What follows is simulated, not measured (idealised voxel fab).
Process module in this document: voxel trench capacitor
Each square cell in cross-section cut measures 5 nm, and the section as a whole is 230 nm wide.
For the purposes of this document, a cross-section shall be understood as a grid of square cells, specified as bands listed in top-to-bottom order, each band consisting of one or more rows of cells. The band entry comprises the height of the band's top followed by the height of its bottom, expressed in nm, and subsequently the band's materials from left to right, each stated together with its width in nm. Where a single material is marked with the word "all across", that material fills the band from edge to edge. The word "empty" represents empty space. Heights are measured from 0, the level below which the as-received wafer is all one material; the lowest band has no bottom and continues downward, written as in "0 and below". A two-number width, for instance "30..40", indicates that the width is equal to the first number in the top row of the band and to the second number in the bottom row, and that it changes by a constant amount per row of cells. For the purposes of this document, the phrase "nothing different" attached to a step denotes that no cell within the cross-section was modified by that step. Entry "Catalogued sealed voids" = empty spaces >= 8 cells with no open way to the top; each as width x height at distance, distance from left edge, all nm. Formally, on a step line, whatever follows the settings is a remark that the simulator itself makes on the step. For masked steps, "overlay nm" on the step line gives how far right of plan the mask actually lay; a minus sign means it lay to the left.

### These are the steps we planned for the process
1,RECEIVE [material Si]
2,CONFORMAL_DEP [material SiN] [thk nm 5]
3,DIRECTIONAL_DEP [material aC] [thk nm 15]
4,PATTERN [tone open] [mask id TRENCH] [material resist] [width nm 30] [pitch nm 55] [thk nm 35] [overlay nm 0]
5,DIRECTIONAL_ETCH [etch materials aC] [depth nm 15]
6,STRIP [etch materials resist]
7,DIRECTIONAL_ETCH [etch materials SiN] [depth nm 5]
8,DIRECTIONAL_ETCH [etch materials Si] [depth nm 35]
9,STRIP [etch materials aC]
10,CONFORMAL_DEP [material HfO2] [thk nm 5]
11,CONFORMAL_DEP [material TiN] [thk nm 5]
12,FILL_DEP [material W] [thk nm 5]
13,CMP [height nm 5]

### Wafer as received: cross-section following step 1
* 0 and below = Si all across
* Catalogued sealed voids: none

### Cross-sectional result after module completion. Note: starting condition and plan are unchanged from above; one processing mistake was made
* 5 down to 0 = SiN: 15  HfO2: 5  TiN: 5  W: 10  TiN: 5  HfO2: 5  SiN: 25  HfO2: 5  TiN: 5  W: 10  TiN: 5  HfO2: 5  SiN: 25  HfO2: 5  TiN: 5  W: 10  TiN: 5  HfO2: 5  SiN: 25  HfO2: 5  TiN: 5  W: 10  TiN: 5  HfO2: 5  SiN: 20
* 0 down to -60 = Si: 15  HfO2: 5  TiN: 5  W: 10  TiN: 5  HfO2: 5  Si: 25  HfO2: 5  TiN: 5  W: 10  TiN: 5  HfO2: 5  Si: 25  HfO2: 5  TiN: 5  W: 10  TiN: 5  HfO2: 5  Si: 25  HfO2: 5  TiN: 5  W: 10  TiN: 5  HfO2: 5  Si: 20
* -60 down to -65 = Si: 15  HfO2: 5  TiN: 20  HfO2: 5  Si: 25  HfO2: 5  TiN: 20  HfO2: 5  Si: 25  HfO2: 5  TiN: 20  HfO2: 5  Si: 25  HfO2: 5  TiN: 20  HfO2: 5  Si: 20
* -65 down to -70 = Si: 15  HfO2: 30  Si: 25  HfO2: 30  Si: 25  HfO2: 30  Si: 25  HfO2: 30  Si: 20
* -70 and below = Si all across
* Catalogued sealed voids: none
It is concluded that the wafer was processed incorrectly with respect to the plan, in that plan step 8 was conducted twice
